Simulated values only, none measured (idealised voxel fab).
This is a process module. Its name is voxel wiring stack.
Square cell edge 5 nm, section width 220 nm, ID cut.
Cross-section, as written here: a square-cell grid given band by band from the top down, where a band holds one or more rows of cells. Band: top height; bottom height; in nm. Then, left to right: material with width in nm, for each material. "everywhere": a single material spanning edge to edge. "blank": empty space. Measure heights from 0. That's the level where, below it, the as-received wafer is all one material. The lowest band is bottomless and extends downward; write it as in "from 0 down". Note: "30..40" means the width goes from the first number (top row of the band) to the second number (bottom row) in equal steps per row of cells. Step note "no modification" = no cross-section cell changed. What "Closed-off voids" gives you is every empty space of 8 cells or more that is cut off from the top. Each appears as width x height at distance, with the distance taken from the left edge and width, height and distance all in nm. Where a step's line continues beyond its settings, the continuation is a remark by the simulator itself on that step. "overlay nm" answers the question of how far to the right of plan the mask lay on a step that has a mask, and when it is negative the answer is to the left.

## These are the steps we planned for the process
- 1: RECEIVE, material Si
- 2: CONFORMAL_DEP, material SiO2, thk nm 15
- 3: CONFORMAL_DEP, material SiN, thk nm 5
- 4: DIRECTIONAL_DEP, material SiO2, thk nm 25
- 5: MASKED_ETCH, tone open, mask id METAL_1, width nm 25, pitch nm 45, etch materials SiO2, depth nm 25, overlay nm 0
- 6: MASKED_ETCH, tone open, mask id METAL_1, width nm 25, pitch nm 45, etch materials SiN, depth nm 5, overlay nm 0
- 7: CONFORMAL_DEP, material TiN, thk nm 5
- 8: FILL_DEP, material Cu, thk nm 10
- 9: CMP, height nm 45
- 10: CONFORMAL_DEP, material SiCN, thk nm 5
- 11: DIRECTIONAL_DEP, material SiO2, thk nm 15
- 12: MASKED_ETCH, tone open, mask id PLUG_1, width nm 15, pitch nm 45, etch materials SiO2, depth nm 15, overlay nm 0
- 13: MASKED_ETCH, tone open, mask id PLUG_1, width nm 15, pitch nm 45, etch materials SiCN, depth nm 5, overlay nm 0
- 14: EPI, material Ru, thk nm 10
- 15: EPI, material Ru, thk nm 10
- 16: CONFORMAL_DEP, material SiN, thk nm 5
- 17: DIRECTIONAL_DEP, material lowk, thk nm 20
- 18: PATTERN, tone open, mask id METAL_2, material resist, width nm 25, pitch nm 45, thk nm 20, overlay nm 0
- 19: DIRECTIONAL_ETCH, etch materials lowk, depth nm 20
- 20: DIRECTIONAL_ETCH, etch materials SiN, depth nm 5
- 21: STRIP, etch materials resist
- 22: CONFORMAL_DEP, material TiN, thk nm 5
- 23: FILL_DEP, material Cu, thk nm 10
- 24: CMP, height nm 90
- 25: CONFORMAL_DEP, material SiCN, thk nm 5
- 26: DIRECTIONAL_DEP, material SiO2, thk nm 30
- 27: MASKED_ETCH, tone open, mask id METAL_3_HOLES, width nm 15, pitch nm 45, etch materials SiO2, depth nm 30, overlay nm 0
- 28: MASKED_ETCH, tone open, mask id METAL_3, width nm 25, pitch nm 45, etch materials SiO2, depth nm 20, overlay nm 0
- 29: MASKED_ETCH, tone open, mask id METAL_3, width nm 25, pitch nm 45, etch materials SiCN, depth nm 5, overlay nm 0
- 30: CONFORMAL_DEP, material TiN, thk nm 5
- 31: FILL_DEP, material Cu, thk nm 10
- 32: CMP, height nm 125
- 33: CONFORMAL_DEP, material SiCN, thk nm 5
- 34: DIRECTIONAL_DEP, material lowk, thk nm 25
- 35: MASKED_ETCH, tone open, mask id METAL_4_HOLES, width nm 15, pitch nm 90, etch materials lowk, depth nm 25, overlay nm 0
- 36: PATTERN, tone open, mask id METAL_4, material resist, width nm 25, pitch nm 45, thk nm 20, overlay nm 0
- 37: DIRECTIONAL_ETCH, etch materials lowk, depth nm 15
- 38: DIRECTIONAL_ETCH, etch materials SiCN, depth nm 5
- 39: STRIP, etch materials resist
- 40: CONFORMAL_DEP, material TiN, thk nm 5
- 41: FILL_DEP, material Cu, thk nm 10
- 42: CMP, height nm 155
- 43: CONFORMAL_DEP, material SiCN, thk nm 5

## First wafer of two (run as planned)

## Incoming wafer in cross-section (state: after step 1)
	from 0 down | Si everywhere
	Closed-off voids: none

## The following cross-section depicts the wafer upon completion of step 2
	from 15 to 0 | SiO2 everywhere
	Whatever lies below 0 is exactly as it was before.

## The following cross-section depicts the wafer upon completion of step 3
	from 20 to 15 | SiN everywhere
	Whatever lies below 15 is exactly as it was before.

## The following cross-section depicts the wafer upon completion of step 4
	from 45 to 20 | SiO2 everywhere
	Whatever lies below 20 is exactly as it was before.

## The following cross-section depicts the wafer upon completion of step 5
	from 45 to 20 | SiO2 50 / blank 25 / SiO2 20 / blank 25 / SiO2 20 / blank 25 / SiO2 55
	Whatever lies below 20 is exactly as it was before.

## The following cross-section depicts the wafer upon completion of step 6
	from 45 to 20 | SiO2 50 / blank 25 / SiO2 20 / blank 25 / SiO2 20 / blank 25 / SiO2 55
	from 20 to 15 | SiN 50 / blank 25 / SiN 20 / blank 25 / SiN 20 / blank 25 / SiN 55
	Whatever lies below 15 is exactly as it was before.

## The following cross-section depicts the wafer upon completion of step 7
	from 50 to 45 | TiN 55 / blank 15 / TiN 30 / blank 15 / TiN 30 / blank 15 / TiN 60
	from 45 to 20 | SiO2 50 / TiN 5 / blank 15 / TiN 5 / SiO2 20 / TiN 5 / blank 15 / TiN 5 / SiO2 20 / TiN 5 / blank 15 / TiN 5 / SiO2 55
	from 20 to 15 | SiN 50 / TiN 25 / SiN 20 / TiN 25 / SiN 20 / TiN 25 / SiN 55
	Whatever lies below 15 is exactly as it was before.

## The following cross-section depicts the wafer upon completion of step 8
	from 60 to 50 | Cu everywhere
	from 50 to 45 | TiN 55 / Cu 15 / TiN 30 / Cu 15 / TiN 30 / Cu 15 / TiN 60
	from 45 to 20 | SiO2 50 / TiN 5 / Cu 15 / TiN 5 / SiO2 20 / TiN 5 / Cu 15 / TiN 5 / SiO2 20 / TiN 5 / Cu 15 / TiN 5 / SiO2 55
	Whatever lies below 20 is exactly as it was before.

## The following cross-section depicts the wafer upon completion of step 9
	from 45 to 20 | SiO2 50 / TiN 5 / Cu 15 / TiN 5 / SiO2 20 / TiN 5 / Cu 15 / TiN 5 / SiO2 20 / TiN 5 / Cu 15 / TiN 5 / SiO2 55
	Whatever lies below 20 is exactly as it was before.

## The following cross-section depicts the wafer upon completion of step 10
	from 50 to 45 | SiCN everywhere
	Whatever lies below 45 is exactly as it was before.

## The following cross-section depicts the wafer upon completion of step 11
	from 65 to 50 | SiO2 everywhere
	Whatever lies below 50 is exactly as it was before.

## The following cross-section depicts the wafer upon completion of step 12
	from 65 to 50 | SiO2 50 / blank 15 / SiO2 30 / blank 15 / SiO2 30 / blank 15 / SiO2 65
	Whatever lies below 50 is exactly as it was before.

## The following cross-section depicts the wafer upon completion of step 13
	from 65 to 50 | SiO2 50 / blank 15 / SiO2 30 / blank 15 / SiO2 30 / blank 15 / SiO2 65
	from 50 to 45 | SiCN 50 / blank 15 / SiCN 30 / blank 15 / SiCN 30 / blank 15 / SiCN 65
	Whatever lies below 45 is exactly as it was before.

## The following cross-section depicts the wafer upon completion of step 14
	from 65 to 55 | SiO2 50 / blank 15 / SiO2 30 / blank 15 / SiO2 30 / blank 15 / SiO2 65
	from 55 to 50 | SiO2 50 / Ru 15 / SiO2 30 / Ru 15 / SiO2 30 / Ru 15 / SiO2 65
	from 50 to 45 | SiCN 50 / Ru 15 / SiCN 30 / Ru 15 / SiCN 30 / Ru 15 / SiCN 65
	Whatever lies below 45 is exactly as it was before.

## The following cross-section depicts the wafer upon completion of step 15
	from 65 to 50 | SiO2 50 / Ru 15 / SiO2 30 / Ru 15 / SiO2 30 / Ru 15 / SiO2 65
	Whatever lies below 50 is exactly as it was before.

## The following cross-section depicts the wafer upon completion of step 16
	from 70 to 65 | SiN everywhere
	Whatever lies below 65 is exactly as it was before.

## The following cross-section depicts the wafer upon completion of step 17
	from 90 to 70 | lowk everywhere
	Whatever lies below 70 is exactly as it was before.

## The following cross-section depicts the wafer upon completion of step 18
	from 110 to 90 | resist 50 / blank 25 / resist 20 / blank 25 / resist 20 / blank 25 / resist 55
	Whatever lies below 90 is exactly as it was before.

## The following cross-section depicts the wafer upon completion of step 19
	from 110 to 90 | resist 50 / blank 25 / resist 20 / blank 25 / resist 20 / blank 25 / resist 55
	from 90 to 70 | lowk 50 / blank 25 / lowk 20 / blank 25 / lowk 20 / blank 25 / lowk 55
	Whatever lies below 70 is exactly as it was before.

## The following cross-section depicts the wafer upon completion of step 20
	from 110 to 90 | resist 50 / blank 25 / resist 20 / blank 25 / resist 20 / blank 25 / resist 55
	from 90 to 70 | lowk 50 / blank 25 / lowk 20 / blank 25 / lowk 20 / blank 25 / lowk 55
	from 70 to 65 | SiN 50 / blank 25 / SiN 20 / blank 25 / SiN 20 / blank 25 / SiN 55
	Whatever lies below 65 is exactly as it was before.

## The following cross-section depicts the wafer upon completion of step 21
	from 90 to 70 | lowk 50 / blank 25 / lowk 20 / blank 25 / lowk 20 / blank 25 / lowk 55
	Whatever lies below 70 is exactly as it was before.

## The following cross-section depicts the wafer upon completion of step 22
	from 95 to 90 | TiN 55 / blank 15 / TiN 30 / blank 15 / TiN 30 / blank 15 / TiN 60
	from 90 to 70 | lowk 50 / TiN 5 / blank 15 / TiN 5 / lowk 20 / TiN 5 / blank 15 / TiN 5 / lowk 20 / TiN 5 / blank 15 / TiN 5 / lowk 55
	from 70 to 65 | SiN 50 / TiN 25 / SiN 20 / TiN 25 / SiN 20 / TiN 25 / SiN 55
	Whatever lies below 65 is exactly as it was before.

## The following cross-section depicts the wafer upon completion of step 23
	from 105 to 95 | Cu everywhere
	from 95 to 90 | TiN 55 / Cu 15 / TiN 30 / Cu 15 / TiN 30 / Cu 15 / TiN 60
	from 90 to 70 | lowk 50 / TiN 5 / Cu 15 / TiN 5 / lowk 20 / TiN 5 / Cu 15 / TiN 5 / lowk 20 / TiN 5 / Cu 15 / TiN 5 / lowk 55
	Whatever lies below 70 is exactly as it was before.

## The following cross-section depicts the wafer upon completion of step 24
	from 90 to 70 | lowk 50 / TiN 5 / Cu 15 / TiN 5 / lowk 20 / TiN 5 / Cu 15 / TiN 5 / lowk 20 / TiN 5 / Cu 15 / TiN 5 / lowk 55
	Whatever lies below 70 is exactly as it was before.

## The following cross-section depicts the wafer upon completion of step 25
	from 95 to 90 | SiCN everywhere
	Whatever lies below 90 is exactly as it was before.

## The following cross-section depicts the wafer upon completion of step 26
	from 125 to 95 | SiO2 everywhere
	Whatever lies below 95 is exactly as it was before.

## The following cross-section depicts the wafer upon completion of step 27
	from 125 to 95 | SiO2 50 / blank 15 / SiO2 30 / blank 15 / SiO2 30 / blank 15 / SiO2 65
	Whatever lies below 95 is exactly as it was before.

## The following cross-section depicts the wafer upon completion of step 28
	from 125 to 105 | SiO2 50 / blank 25 / SiO2 20 / blank 25 / SiO2 20 / blank 25 / SiO2 55
	Whatever lies below 105 is exactly as it was before.

## The following cross-section depicts the wafer upon completion of step 29
	from 125 to 105 | SiO2 50 / blank 25 / SiO2 20 / blank 25 / SiO2 20 / blank 25 / SiO2 55
	from 105 to 95 | SiO2 50 / blank 15 / SiO2 30 / blank 15 / SiO2 30 / blank 15 / SiO2 65
	from 95 to 90 | SiCN 50 / blank 15 / SiCN 30 / blank 15 / SiCN 30 / blank 15 / SiCN 65
	Whatever lies below 90 is exactly as it was before.

## The following cross-section depicts the wafer upon completion of step 30
	from 130 to 125 | TiN 55 / blank 15 / TiN 30 / blank 15 / TiN 30 / blank 15 / TiN 60
	from 125 to 110 | SiO2 50 / TiN 5 / blank 15 / TiN 5 / SiO2 20 / TiN 5 / blank 15 / TiN 5 / SiO2 20 / TiN 5 / blank 15 / TiN 5 / SiO2 55
	from 110 to 105 | SiO2 50 / TiN 5 / blank 5 / TiN 15 / SiO2 20 / TiN 5 / blank 5 / TiN 15 / SiO2 20 / TiN 5 / blank 5 / TiN 15 / SiO2 55
	from 105 to 95 | SiO2 50 / TiN 5 / blank 5 / TiN 5 / SiO2 30 / TiN 5 / blank 5 / TiN 5 / SiO2 30 / TiN 5 / blank 5 / TiN 5 / SiO2 65
	from 95 to 90 | SiCN 50 / TiN 15 / SiCN 30 / TiN 15 / SiCN 30 / TiN 15 / SiCN 65
	Whatever lies below 90 is exactly as it was before.

## The following cross-section depicts the wafer upon completion of step 31
	from 140 to 130 | Cu everywhere
	from 130 to 125 | TiN 55 / Cu 15 / TiN 30 / Cu 15 / TiN 30 / Cu 15 / TiN 60
	from 125 to 110 | SiO2 50 / TiN 5 / Cu 15 / TiN 5 / SiO2 20 / TiN 5 / Cu 15 / TiN 5 / SiO2 20 / TiN 5 / Cu 15 / TiN 5 / SiO2 55
	from 110 to 105 | SiO2 50 / TiN 5 / Cu 5 / TiN 15 / SiO2 20 / TiN 5 / Cu 5 / TiN 15 / SiO2 20 / TiN 5 / Cu 5 / TiN 15 / SiO2 55
	from 105 to 95 | SiO2 50 / TiN 5 / Cu 5 / TiN 5 / SiO2 30 / TiN 5 / Cu 5 / TiN 5 / SiO2 30 / TiN 5 / Cu 5 / TiN 5 / SiO2 65
	Whatever lies below 95 is exactly as it was before.

## The following cross-section depicts the wafer upon completion of step 32
	from 125 to 110 | SiO2 50 / TiN 5 / Cu 15 / TiN 5 / SiO2 20 / TiN 5 / Cu 15 / TiN 5 / SiO2 20 / TiN 5 / Cu 15 / TiN 5 / SiO2 55
	Whatever lies below 110 is exactly as it was before.

## The following cross-section depicts the wafer upon completion of step 33
	from 130 to 125 | SiCN everywhere
	Whatever lies below 125 is exactly as it was before.

## The following cross-section depicts the wafer upon completion of step 34
	from 155 to 130 | lowk everywhere
	Whatever lies below 130 is exactly as it was before.

## The following cross-section depicts the wafer upon completion of step 35
	from 155 to 130 | lowk 50 / blank 15 / lowk 75 / blank 15 / lowk 65
	Whatever lies below 130 is exactly as it was before.

## The following cross-section depicts the wafer upon completion of step 36
	from 175 to 155 | resist 50 / blank 25 / resist 20 / blank 25 / resist 20 / blank 25 / resist 55
	Whatever lies below 155 is exactly as it was before.

## The following cross-section depicts the wafer upon completion of step 37
	from 175 to 155 | resist 50 / blank 25 / resist 20 / blank 25 / resist 20 / blank 25 / resist 55
	from 155 to 140 | lowk 50 / blank 25 / lowk 20 / blank 25 / lowk 20 / blank 25 / lowk 55
	Whatever lies below 140 is exactly as it was before.

## The following cross-section depicts the wafer upon completion of step 38
	from 175 to 155 | resist 50 / blank 25 / resist 20 / blank 25 / resist 20 / blank 25 / resist 55
	from 155 to 140 | lowk 50 / blank 25 / lowk 20 / blank 25 / lowk 20 / blank 25 / lowk 55
	from 140 to 130 | lowk 50 / blank 15 / lowk 75 / blank 15 / lowk 65
	from 130 to 125 | SiCN 50 / blank 15 / SiCN 75 / blank 15 / SiCN 65
	Whatever lies below 125 is exactly as it was before.

## The following cross-section depicts the wafer upon completion of step 39
	from 155 to 140 | lowk 50 / blank 25 / lowk 20 / blank 25 / lowk 20 / blank 25 / lowk 55
	Whatever lies below 140 is exactly as it was before.

## The following cross-section depicts the wafer upon completion of step 40
	from 160 to 155 | TiN 55 / blank 15 / TiN 30 / blank 15 / TiN 30 / blank 15 / TiN 60
	from 155 to 145 | lowk 50 / TiN 5 / blank 15 / TiN 5 / lowk 20 / TiN 5 / blank 15 / TiN 5 / lowk 20 / TiN 5 / blank 15 / TiN 5 / lowk 55
	from 145 to 140 | lowk 50 / TiN 5 / blank 5 / TiN 15 / lowk 20 / TiN 25 / lowk 20 / TiN 5 / blank 5 / TiN 15 / lowk 55
	from 140 to 130 | lowk 50 / TiN 5 / blank 5 / TiN 5 / lowk 75 / TiN 5 / blank 5 / TiN 5 / lowk 65
	from 130 to 125 | SiCN 50 / TiN 15 / SiCN 75 / TiN 15 / SiCN 65
	Whatever lies below 125 is exactly as it was before.

## The following cross-section depicts the wafer upon completion of step 41
	from 170 to 160 | Cu everywhere
	from 160 to 155 | TiN 55 / Cu 15 / TiN 30 / Cu 15 / TiN 30 / Cu 15 / TiN 60
	from 155 to 145 | lowk 50 / TiN 5 / Cu 15 / TiN 5 / lowk 20 / TiN 5 / Cu 15 / TiN 5 / lowk 20 / TiN 5 / Cu 15 / TiN 5 / lowk 55
	from 145 to 140 | lowk 50 / TiN 5 / Cu 5 / TiN 15 / lowk 20 / TiN 25 / lowk 20 / TiN 5 / Cu 5 / TiN 15 / lowk 55
	from 140 to 130 | lowk 50 / TiN 5 / Cu 5 / TiN 5 / lowk 75 / TiN 5 / Cu 5 / TiN 5 / lowk 65
	Whatever lies below 130 is exactly as it was before.

## The following cross-section depicts the wafer upon completion of step 42
	from 155 to 145 | lowk 50 / TiN 5 / Cu 15 / TiN 5 / lowk 20 / TiN 5 / Cu 15 / TiN 5 / lowk 20 / TiN 5 / Cu 15 / TiN 5 / lowk 55
	Whatever lies below 145 is exactly as it was before.

## The following cross-section depicts the wafer upon completion of step 43
	from 160 to 155 | SiCN everywhere
	Whatever lies below 155 is exactly as it was before.

## Second of two: same start, same plan, one run error; steps up to and including 15 match the first

Here is the second wafer in cross-section at the point where step 16 of the plan should have been done: no modification

## Here is the second wafer in cross-section at the point where step 17 of the plan should have been done
	from 85 to 65 | lowk everywhere
	Whatever lies below 65 is exactly as it was before.

## Here is the second wafer in cross-section at the point where step 18 of the plan should have been done
	from 105 to 85 | resist 50 / blank 25 / resist 20 / blank 25 / resist 20 / blank 25 / resist 55
	Whatever lies below 85 is exactly as it was before.

## Here is the second wafer in cross-section at the point where step 19 of the plan should have been done
	from 105 to 85 | resist 50 / blank 25 / resist 20 / blank 25 / resist 20 / blank 25 / resist 55
	from 85 to 65 | lowk 50 / blank 25 / lowk 20 / blank 25 / lowk 20 / blank 25 / lowk 55
	Whatever lies below 65 is exactly as it was before.

Here is the second wafer in cross-section at the point where step 20 of the plan should have been done: no modification

## Here is the second wafer in cross-section at the point where step 21 of the plan should have been done
	from 85 to 65 | lowk 50 / blank 25 / lowk 20 / blank 25 / lowk 20 / blank 25 / lowk 55
	Whatever lies below 65 is exactly as it was before.

## Here is the second wafer in cross-section at the point where step 22 of the plan should have been done
	from 90 to 85 | TiN 55 / blank 15 / TiN 30 / blank 15 / TiN 30 / blank 15 / TiN 60
	from 85 to 70 | lowk 50 / TiN 5 / blank 15 / TiN 5 / lowk 20 / TiN 5 / blank 15 / TiN 5 / lowk 20 / TiN 5 / blank 15 / TiN 5 / lowk 55
	from 70 to 65 | lowk 50 / TiN 25 / lowk 20 / TiN 25 / lowk 20 / TiN 25 / lowk 55
	Whatever lies below 65 is exactly as it was before.

## Here is the second wafer in cross-section at the point where step 23 of the plan should have been done
	from 100 to 90 | Cu everywhere
	from 90 to 85 | TiN 55 / Cu 15 / TiN 30 / Cu 15 / TiN 30 / Cu 15 / TiN 60
	from 85 to 70 | lowk 50 / TiN 5 / Cu 15 / TiN 5 / lowk 20 / TiN 5 / Cu 15 / TiN 5 / lowk 20 / TiN 5 / Cu 15 / TiN 5 / lowk 55
	Whatever lies below 70 is exactly as it was before.

## Here is the second wafer in cross-section at the point where step 24 of the plan should have been done
	from 90 to 85 | TiN 55 / Cu 15 / TiN 30 / Cu 15 / TiN 30 / Cu 15 / TiN 60
	Whatever lies below 85 is exactly as it was before.

## Here is the second wafer in cross-section at the point where step 25 of the plan should have been done
	from 95 to 90 | SiCN everywhere
	Whatever lies below 90 is exactly as it was before.

## Here is the second wafer in cross-section at the point where step 26 of the plan should have been done
	from 125 to 95 | SiO2 everywhere
	Whatever lies below 95 is exactly as it was before.

## Here is the second wafer in cross-section at the point where step 27 of the plan should have been done
	from 125 to 95 | SiO2 50 / blank 15 / SiO2 30 / blank 15 / SiO2 30 / blank 15 / SiO2 65
	Whatever lies below 95 is exactly as it was before.

## Here is the second wafer in cross-section at the point where step 28 of the plan should have been done
	from 125 to 105 | SiO2 50 / blank 25 / SiO2 20 / blank 25 / SiO2 20 / blank 25 / SiO2 55
	Whatever lies below 105 is exactly as it was before.

## Here is the second wafer in cross-section at the point where step 29 of the plan should have been done
	from 125 to 105 | SiO2 50 / blank 25 / SiO2 20 / blank 25 / SiO2 20 / blank 25 / SiO2 55
	from 105 to 95 | SiO2 50 / blank 15 / SiO2 30 / blank 15 / SiO2 30 / blank 15 / SiO2 65
	from 95 to 90 | SiCN 50 / blank 15 / SiCN 30 / blank 15 / SiCN 30 / blank 15 / SiCN 65
	Whatever lies below 90 is exactly as it was before.

## Here is the second wafer in cross-section at the point where step 30 of the plan should have been done
	from 130 to 125 | TiN 55 / blank 15 / TiN 30 / blank 15 / TiN 30 / blank 15 / TiN 60
	from 125 to 110 | SiO2 50 / TiN 5 / blank 15 / TiN 5 / SiO2 20 / TiN 5 / blank 15 / TiN 5 / SiO2 20 / TiN 5 / blank 15 / TiN 5 / SiO2 55
	from 110 to 105 | SiO2 50 / TiN 5 / blank 5 / TiN 15 / SiO2 20 / TiN 5 / blank 5 / TiN 15 / SiO2 20 / TiN 5 / blank 5 / TiN 15 / SiO2 55
	from 105 to 95 | SiO2 50 / TiN 5 / blank 5 / TiN 5 / SiO2 30 / TiN 5 / blank 5 / TiN 5 / SiO2 30 / TiN 5 / blank 5 / TiN 5 / SiO2 65
	from 95 to 90 | SiCN 50 / TiN 15 / SiCN 30 / TiN 15 / SiCN 30 / TiN 15 / SiCN 65
	Whatever lies below 90 is exactly as it was before.

## Here is the second wafer in cross-section at the point where step 31 of the plan should have been done
	from 140 to 130 | Cu everywhere
	from 130 to 125 | TiN 55 / Cu 15 / TiN 30 / Cu 15 / TiN 30 / Cu 15 / TiN 60
	from 125 to 110 | SiO2 50 / TiN 5 / Cu 15 / TiN 5 / SiO2 20 / TiN 5 / Cu 15 / TiN 5 / SiO2 20 / TiN 5 / Cu 15 / TiN 5 / SiO2 55
	from 110 to 105 | SiO2 50 / TiN 5 / Cu 5 / TiN 15 / SiO2 20 / TiN 5 / Cu 5 / TiN 15 / SiO2 20 / TiN 5 / Cu 5 / TiN 15 / SiO2 55
	from 105 to 95 | SiO2 50 / TiN 5 / Cu 5 / TiN 5 / SiO2 30 / TiN 5 / Cu 5 / TiN 5 / SiO2 30 / TiN 5 / Cu 5 / TiN 5 / SiO2 65
	Whatever lies below 95 is exactly as it was before.

## Here is the second wafer in cross-section at the point where step 32 of the plan should have been done
	from 125 to 110 | SiO2 50 / TiN 5 / Cu 15 / TiN 5 / SiO2 20 / TiN 5 / Cu 15 / TiN 5 / SiO2 20 / TiN 5 / Cu 15 / TiN 5 / SiO2 55
	Whatever lies below 110 is exactly as it was before.

## Here is the second wafer in cross-section at the point where step 33 of the plan should have been done
	from 130 to 125 | SiCN everywhere
	Whatever lies below 125 is exactly as it was before.

## Here is the second wafer in cross-section at the point where step 34 of the plan should have been done
	from 155 to 130 | lowk everywhere
	Whatever lies below 130 is exactly as it was before.

## Here is the second wafer in cross-section at the point where step 35 of the plan should have been done
	from 155 to 130 | lowk 50 / blank 15 / lowk 75 / blank 15 / lowk 65
	Whatever lies below 130 is exactly as it was before.

## Here is the second wafer in cross-section at the point where step 36 of the plan should have been done
	from 175 to 155 | resist 50 / blank 25 / resist 20 / blank 25 / resist 20 / blank 25 / resist 55
	Whatever lies below 155 is exactly as it was before.

## Here is the second wafer in cross-section at the point where step 37 of the plan should have been done
	from 175 to 155 | resist 50 / blank 25 / resist 20 / blank 25 / resist 20 / blank 25 / resist 55
	from 155 to 140 | lowk 50 / blank 25 / lowk 20 / blank 25 / lowk 20 / blank 25 / lowk 55
	Whatever lies below 140 is exactly as it was before.

## Here is the second wafer in cross-section at the point where step 38 of the plan should have been done
	from 175 to 155 | resist 50 / blank 25 / resist 20 / blank 25 / resist 20 / blank 25 / resist 55
	from 155 to 140 | lowk 50 / blank 25 / lowk 20 / blank 25 / lowk 20 / blank 25 / lowk 55
	from 140 to 130 | lowk 50 / blank 15 / lowk 75 / blank 15 / lowk 65
	from 130 to 125 | SiCN 50 / blank 15 / SiCN 75 / blank 15 / SiCN 65
	Whatever lies below 125 is exactly as it was before.

## Here is the second wafer in cross-section at the point where step 39 of the plan should have been done
	from 155 to 140 | lowk 50 / blank 25 / lowk 20 / blank 25 / lowk 20 / blank 25 / lowk 55
	Whatever lies below 140 is exactly as it was before.

## Here is the second wafer in cross-section at the point where step 40 of the plan should have been done
	from 160 to 155 | TiN 55 / blank 15 / TiN 30 / blank 15 / TiN 30 / blank 15 / TiN 60
	from 155 to 145 | lowk 50 / TiN 5 / blank 15 / TiN 5 / lowk 20 / TiN 5 / blank 15 / TiN 5 / lowk 20 / TiN 5 / blank 15 / TiN 5 / lowk 55
	from 145 to 140 | lowk 50 / TiN 5 / blank 5 / TiN 15 / lowk 20 / TiN 25 / lowk 20 / TiN 5 / blank 5 / TiN 15 / lowk 55
	from 140 to 130 | lowk 50 / TiN 5 / blank 5 / TiN 5 / lowk 75 / TiN 5 / blank 5 / TiN 5 / lowk 65
	from 130 to 125 | SiCN 50 / TiN 15 / SiCN 75 / TiN 15 / SiCN 65
	Whatever lies below 125 is exactly as it was before.

## Here is the second wafer in cross-section at the point where step 41 of the plan should have been done
	from 170 to 160 | Cu everywhere
	from 160 to 155 | TiN 55 / Cu 15 / TiN 30 / Cu 15 / TiN 30 / Cu 15 / TiN 60
	from 155 to 145 | lowk 50 / TiN 5 / Cu 15 / TiN 5 / lowk 20 / TiN 5 / Cu 15 / TiN 5 / lowk 20 / TiN 5 / Cu 15 / TiN 5 / lowk 55
	from 145 to 140 | lowk 50 / TiN 5 / Cu 5 / TiN 15 / lowk 20 / TiN 25 / lowk 20 / TiN 5 / Cu 5 / TiN 15 / lowk 55
	from 140 to 130 | lowk 50 / TiN 5 / Cu 5 / TiN 5 / lowk 75 / TiN 5 / Cu 5 / TiN 5 / lowk 65
	Whatever lies below 130 is exactly as it was before.

## Here is the second wafer in cross-section at the point where step 42 of the plan should have been done
	from 155 to 145 | lowk 50 / TiN 5 / Cu 15 / TiN 5 / lowk 20 / TiN 5 / Cu 15 / TiN 5 / lowk 20 / TiN 5 / Cu 15 / TiN 5 / lowk 55
	Whatever lies below 145 is exactly as it was before.

## Here is the second wafer in cross-section at the point where step 43 of the plan should have been done
	from 160 to 155 | SiCN everywhere
	Whatever lies below 155 is exactly as it was before.
In executing the process, a mistake was made relative to the plan: step 16 of the plan: omitted, not performed
Cell-count delta at end, second wafer over first, by material: 29 fewer of SiN, 29 more of TiN
